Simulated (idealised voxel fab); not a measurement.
voxel quadruple lines: a process module
The cross-section shown here is cut; it is 140 nm wide and divided into square cells measuring 5 nm on a side.
A cross-section is a grid of square cells, given in bands from the top down. A band is one or more rows of cells. Top, bottom (nm), then materials left to right with widths (nm); lone material tagged "full width" fills the whole band edge to edge; "air" = empty space. Height is counted from the level 0, under which the received wafer is composed throughout of one material. The lowest of the bands is not closed at the bottom but continues downward, in the notation "0 nm and below". A two-number width, for instance "30 to 40", indicates that the width is equal to the first number in the top row of the band and to the second number in the bottom row, and that it changes by a constant amount per row of cells. Step note "no change" = no cross-section cell changed. Under "Closed void listing" you'll find the enclosed gaps, the ones with no way out to the top, that are 8 cells or bigger; each reads width x height at distance, with distance counted from the left edge, everything in nm. What comes after the settings on a step's line is commentary from the simulator itself on that step. The "overlay nm" setting may appear on a step's line; for a step that uses a mask, it gives how far to the right of its planned position the mask lay, and a negative value indicates the left.

# Process steps (planned)
1 RECEIVE with material Si
2 CONFORMAL_DEP with material Al2O3, thk nm 10
3 DIRECTIONAL_DEP with material W, thk nm 15
4 DIRECTIONAL_DEP with material polySi, thk nm 20
5 DIRECTIONAL_DEP with material aC, thk nm 20
6 PATTERN with tone cover, mask id MANDREL, material resist, width nm 20, thk nm 25, overlay nm 0
7 DIRECTIONAL_ETCH with etch materials aC, depth nm 20
8 STRIP with etch materials resist
9 CONFORMAL_DEP with material SiO2, thk nm 10
10 DIRECTIONAL_ETCH with etch materials SiO2, depth nm 10
11 STRIP with etch materials aC
12 DIRECTIONAL_ETCH with etch materials polySi, depth nm 20
13 STRIP with etch materials SiO2
14 CONFORMAL_DEP with material SiN, thk nm 5
15 DIRECTIONAL_ETCH with etch materials SiN, depth nm 5
16 STRIP with etch materials polySi
17 DIRECTIONAL_ETCH with etch materials W, depth nm 15
18 STRIP with etch materials SiN
19 FILL_DEP with material lowk, thk nm 5
20 CMP with height nm 25

# Cross-section, incoming material, after step 1
* 0 nm and below  Si full width
* Closed void listing: none

# Result of the module, cross-sectioned: start per above, plan per above, one error in how it was run
* 25 nm to 20 nm  lowk full width
* 20 nm to 10 nm  45 nm lowk / 5 nm W / 10 nm lowk / 5 nm W / 10 nm lowk / 5 nm W / 10 nm lowk / 5 nm W / 45 nm lowk
* 10 nm to 0 nm  Al2O3 full width
* 0 nm and below  Si full width
* Closed void listing: none
Misprocessing identified: step 3 was not run as planned; what actually ran was DIRECTIONAL_DEP with material W, thk nm 10
